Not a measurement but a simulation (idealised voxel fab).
process module | voxel wiring stack
cross-section cut | 245 nm wide | cells 5 nm
A cross-section is a grid of square cells, given in bands from the top down. A band is one or more rows of cells.
Each band's line starts with the height of the band's top and of its bottom, in nm. Then come its materials from left to right, each with its width in nm. One material with "throughout" fills the band from edge to edge. "air" is empty space.
Height 0 is the level under which the wafer as received is all one material. The lowest band goes on downwards, as in "0 down".
A width such as "30 to 40" changes by the same amount from each row of cells to the next, from the band's top row to its bottom row.
"no change" after a step means that no cell of the cross-section changed.
closed voids: empty space of 8 cells or more with no open way to the top, each as width x height at its distance from the left edge, in nm
after a step's settings: what the simulator itself notes on the step
overlay nm, on a step with a mask: how far to the right of its planned place the mask lay; to the left if negative
plan
1 op RECEIVE | material Si
2 op CONFORMAL_DEP | material SiO2 | thk nm 10
3 op CONFORMAL_DEP | material SiN | thk nm 5
4 op DIRECTIONAL_DEP | material lowk | thk nm 20
5 op PATTERN | tone open | mask id METAL_1 | material resist | width nm 30 | pitch nm 45 | thk nm 15 | overlay nm 0
6 op DIRECTIONAL_ETCH | etch materials lowk | depth nm 20
7 op DIRECTIONAL_ETCH | etch materials SiN | depth nm 5
8 op STRIP | etch materials resist
9 op CONFORMAL_DEP | material TiN | thk nm 5
10 op FILL_DEP | material Ru | thk nm 5
11 op CMP | height nm 35
12 op EPI | material Ru | thk nm 5
13 op FILL_DEP | material SiCN | thk nm 5
14 op DIRECTIONAL_DEP | material lowk | thk nm 35
15 op DIRECTIONAL_DEP | material aC | thk nm 10
16 op PATTERN | tone open | mask id METAL_2 | material resist | width nm 30 | pitch nm 45 | thk nm 25 | overlay nm 0
17 op DIRECTIONAL_ETCH | etch materials aC | depth nm 10
18 op STRIP | etch materials resist
19 op DIRECTIONAL_ETCH | etch materials lowk | depth nm 20
20 op STRIP | etch materials aC
21 op DIRECTIONAL_DEP | material aC | thk nm 10
22 op PATTERN | tone open | mask id METAL_2_HOLES | material resist | width nm 15 | thk nm 30 | overlay nm 0
23 op DIRECTIONAL_ETCH | etch materials aC | depth nm 10
24 op STRIP | etch materials resist
25 op DIRECTIONAL_ETCH | etch materials lowk | depth nm 15
26 op DIRECTIONAL_ETCH | etch materials SiCN | depth nm 5
27 op STRIP | etch materials aC
28 op CONFORMAL_DEP | material TiN | thk nm 5
29 op FILL_DEP | material Cu | thk nm 5
30 op CMP | height nm 80
31 op CONFORMAL_DEP | material SiCN | thk nm 5
first wafer, as planned
as received, after step 1
  0 down: Si throughout
  closed voids: none
after step 2
  10 to 0: SiO2 throughout
  below 0: unchanged
after step 3
  15 to 10: SiN throughout
  below 10: unchanged
after step 4
  35 to 15: lowk throughout
  below 15: unchanged
after step 5
  50 to 35: resist 85 | air 30 | resist 15 | air 30 | resist 85
  below 35: unchanged
after step 6
  50 to 35: resist 85 | air 30 | resist 15 | air 30 | resist 85
  35 to 15: lowk 85 | air 30 | lowk 15 | air 30 | lowk 85
  below 15: unchanged
after step 7
  50 to 35: resist 85 | air 30 | resist 15 | air 30 | resist 85
  35 to 15: lowk 85 | air 30 | lowk 15 | air 30 | lowk 85
  15 to 10: SiN 85 | air 30 | SiN 15 | air 30 | SiN 85
  below 10: unchanged
after step 8
  35 to 15: lowk 85 | air 30 | lowk 15 | air 30 | lowk 85
  below 15: unchanged
after step 9
  40 to 35: TiN 90 | air 20 | TiN 25 | air 20 | TiN 90
  35 to 15: lowk 85 | TiN 5 | air 20 | TiN 5 | lowk 15 | TiN 5 | air 20 | TiN 5 | lowk 85
  15 to 10: SiN 85 | TiN 30 | SiN 15 | TiN 30 | SiN 85
  below 10: unchanged
after step 10
  45 to 40: Ru throughout
  40 to 35: TiN 90 | Ru 20 | TiN 25 | Ru 20 | TiN 90
  35 to 15: lowk 85 | TiN 5 | Ru 20 | TiN 5 | lowk 15 | TiN 5 | Ru 20 | TiN 5 | lowk 85
  below 15: unchanged
after step 11
  35 to 15: lowk 85 | TiN 5 | Ru 20 | TiN 5 | lowk 15 | TiN 5 | Ru 20 | TiN 5 | lowk 85
  below 15: unchanged
after step 12
  40 to 35: air 80 | Ru 40 | air 5 | Ru 40 | air 80
  below 35: unchanged
after step 13
  45 to 40: SiCN throughout
  40 to 35: SiCN 80 | Ru 40 | SiCN 5 | Ru 40 | SiCN 80
  below 35: unchanged
after step 14
  80 to 45: lowk throughout
  below 45: unchanged
after step 15
  90 to 80: aC throughout
  below 80: unchanged
after step 16
  115 to 90: resist 85 | air 30 | resist 15 | air 30 | resist 85
  below 90: unchanged
after step 17
  105 to 90: resist 85 | air 30 | resist 15 | air 30 | resist 85
  90 to 80: aC 85 | air 30 | aC 15 | air 30 | aC 85
  below 80: unchanged
after step 18
  90 to 80: aC 85 | air 30 | aC 15 | air 30 | aC 85
  below 80: unchanged
after step 19
  90 to 80: aC 85 | air 30 | aC 15 | air 30 | aC 85
  80 to 60: lowk 85 | air 30 | lowk 15 | air 30 | lowk 85
  below 60: unchanged
after step 20
  80 to 60: lowk 85 | air 30 | lowk 15 | air 30 | lowk 85
  below 60: unchanged
after step 21
  90 to 80: aC 85 | air 30 | aC 15 | air 30 | aC 85
  80 to 70: lowk 85 | air 30 | lowk 15 | air 30 | lowk 85
  70 to 60: lowk 85 | aC 30 | lowk 15 | aC 30 | lowk 85
  below 60: unchanged
after step 22
  120 to 90: resist 85 | air 15 | resist 145
  90 to 80: aC 85 | air 15 | resist 15 | aC 15 | resist 30 | aC 85
  80 to 70: lowk 85 | air 15 | resist 15 | lowk 15 | resist 30 | lowk 85
  below 70: unchanged
after step 23
  110 to 90: resist 85 | air 15 | resist 145
  90 to 80: aC 85 | air 15 | resist 15 | aC 15 | resist 30 | aC 85
  80 to 70: lowk 85 | air 15 | resist 15 | lowk 15 | resist 30 | lowk 85
  70 to 60: lowk 85 | air 15 | aC 15 | lowk 15 | aC 30 | lowk 85
  below 60: unchanged
after step 24
  90 to 80: aC 85 | air 30 | aC 15 | air 30 | aC 85
  80 to 70: lowk 85 | air 30 | lowk 15 | air 30 | lowk 85
  below 70: unchanged
after step 25
  90 to 80: aC 85 | air 30 | aC 15 | air 30 | aC 85
  80 to 70: lowk 85 | air 30 | lowk 15 | air 30 | lowk 85
  70 to 60: lowk 85 | air 15 | aC 15 | lowk 15 | aC 30 | lowk 85
  60 to 45: lowk 85 | air 15 | lowk 145
  below 45: unchanged
after step 26
  90 to 80: aC 85 | air 30 | aC 15 | air 30 | aC 85
  80 to 70: lowk 85 | air 30 | lowk 15 | air 30 | lowk 85
  70 to 60: lowk 85 | air 15 | aC 15 | lowk 15 | aC 30 | lowk 85
  60 to 45: lowk 85 | air 15 | lowk 145
  45 to 40: SiCN 85 | air 15 | SiCN 145
  below 40: unchanged
after step 27
  80 to 60: lowk 85 | air 30 | lowk 15 | air 30 | lowk 85
  below 60: unchanged
after step 28
  85 to 80: TiN 90 | air 20 | TiN 25 | air 20 | TiN 90
  80 to 65: lowk 85 | TiN 5 | air 20 | TiN 5 | lowk 15 | TiN 5 | air 20 | TiN 5 | lowk 85
  65 to 60: lowk 85 | TiN 5 | air 5 | TiN 20 | lowk 15 | TiN 30 | lowk 85
  60 to 45: lowk 85 | TiN 5 | air 5 | TiN 5 | lowk 145
  45 to 40: SiCN 85 | TiN 15 | SiCN 145
  below 40: unchanged
after step 29
  90 to 85: Cu throughout
  85 to 80: TiN 90 | Cu 20 | TiN 25 | Cu 20 | TiN 90
  80 to 65: lowk 85 | TiN 5 | Cu 20 | TiN 5 | lowk 15 | TiN 5 | Cu 20 | TiN 5 | lowk 85
  65 to 60: lowk 85 | TiN 5 | Cu 5 | TiN 20 | lowk 15 | TiN 30 | lowk 85
  60 to 45: lowk 85 | TiN 5 | Cu 5 | TiN 5 | lowk 145
  below 45: unchanged
after step 30
  80 to 65: lowk 85 | TiN 5 | Cu 20 | TiN 5 | lowk 15 | TiN 5 | Cu 20 | TiN 5 | lowk 85
  below 65: unchanged
after step 31
  85 to 80: SiCN throughout
  below 80: unchanged
second wafer: like start, like plan, one mistake. Through step 15 it matches the first wafer
when step 16 should have ended
  115 to 90: resist 80 | air 30 | resist 15 | air 30 | resist 90
  below 90: unchanged
when step 17 should have ended
  105 to 90: resist 80 | air 30 | resist 15 | air 30 | resist 90
  90 to 80: aC 80 | air 30 | aC 15 | air 30 | aC 90
  below 80: unchanged
when step 18 should have ended
  90 to 80: aC 80 | air 30 | aC 15 | air 30 | aC 90
  below 80: unchanged
when step 19 should have ended
  90 to 80: aC 80 | air 30 | aC 15 | air 30 | aC 90
  80 to 60: lowk 80 | air 30 | lowk 15 | air 30 | lowk 90
  below 60: unchanged
when step 20 should have ended
  80 to 60: lowk 80 | air 30 | lowk 15 | air 30 | lowk 90
  below 60: unchanged
when step 21 should have ended
  90 to 80: aC 80 | air 30 | aC 15 | air 30 | aC 90
  80 to 70: lowk 80 | air 30 | lowk 15 | air 30 | lowk 90
  70 to 60: lowk 80 | aC 30 | lowk 15 | aC 30 | lowk 90
  below 60: unchanged
when step 22 should have ended
  120 to 90: resist 85 | air 15 | resist 145
  90 to 80: aC 80 | resist 5 | air 15 | resist 10 | aC 15 | resist 30 | aC 90
  80 to 70: lowk 80 | resist 5 | air 15 | resist 10 | lowk 15 | resist 30 | lowk 90
  below 70: unchanged
when step 23 should have ended
  110 to 90: resist 85 | air 15 | resist 145
  90 to 80: aC 80 | resist 5 | air 15 | resist 10 | aC 15 | resist 30 | aC 90
  80 to 70: lowk 80 | resist 5 | air 15 | resist 10 | lowk 15 | resist 30 | lowk 90
  70 to 60: lowk 80 | aC 5 | air 15 | aC 10 | lowk 15 | aC 30 | lowk 90
  below 60: unchanged
when step 24 should have ended
  90 to 80: aC 80 | air 30 | aC 15 | air 30 | aC 90
  80 to 70: lowk 80 | air 30 | lowk 15 | air 30 | lowk 90
  below 70: unchanged
when step 25 should have ended
  90 to 80: aC 80 | air 30 | aC 15 | air 30 | aC 90
  80 to 70: lowk 80 | air 30 | lowk 15 | air 30 | lowk 90
  70 to 60: lowk 80 | aC 5 | air 15 | aC 10 | lowk 15 | aC 30 | lowk 90
  60 to 45: lowk 85 | air 15 | lowk 145
  below 45: unchanged
when step 26 should have ended
  90 to 80: aC 80 | air 30 | aC 15 | air 30 | aC 90
  80 to 70: lowk 80 | air 30 | lowk 15 | air 30 | lowk 90
  70 to 60: lowk 80 | aC 5 | air 15 | aC 10 | lowk 15 | aC 30 | lowk 90
  60 to 45: lowk 85 | air 15 | lowk 145
  45 to 40: SiCN 85 | air 15 | SiCN 145
  below 40: unchanged
when step 27 should have ended
  80 to 60: lowk 80 | air 30 | lowk 15 | air 30 | lowk 90
  below 60: unchanged
when step 28 should have ended
  85 to 80: TiN 85 | air 20 | TiN 25 | air 20 | TiN 95
  80 to 65: lowk 80 | TiN 5 | air 20 | TiN 5 | lowk 15 | TiN 5 | air 20 | TiN 5 | lowk 90
  65 to 60: lowk 80 | TiN 10 | air 5 | TiN 15 | lowk 15 | TiN 30 | lowk 90
  60 to 45: lowk 85 | TiN 5 | air 5 | TiN 5 | lowk 145
  45 to 40: SiCN 85 | TiN 15 | SiCN 145
  below 40: unchanged
when step 29 should have ended
  90 to 85: Cu throughout
  85 to 80: TiN 85 | Cu 20 | TiN 25 | Cu 20 | TiN 95
  80 to 65: lowk 80 | TiN 5 | Cu 20 | TiN 5 | lowk 15 | TiN 5 | Cu 20 | TiN 5 | lowk 90
  65 to 60: lowk 80 | TiN 10 | Cu 5 | TiN 15 | lowk 15 | TiN 30 | lowk 90
  60 to 45: lowk 85 | TiN 5 | Cu 5 | TiN 5 | lowk 145
  below 45: unchanged
when step 30 should have ended
  80 to 65: lowk 80 | TiN 5 | Cu 20 | TiN 5 | lowk 15 | TiN 5 | Cu 20 | TiN 5 | lowk 90
  below 65: unchanged
when step 31 should have ended
  85 to 80: SiCN throughout
  below 80: unchanged
what went wrong: step 16 ran as: op PATTERN | tone open | mask id METAL_2 | material resist | width nm 30 | pitch nm 45 | thk nm 25 | overlay nm -5
at the end the second wafer has, in cells: as many of each material as the first, in other places
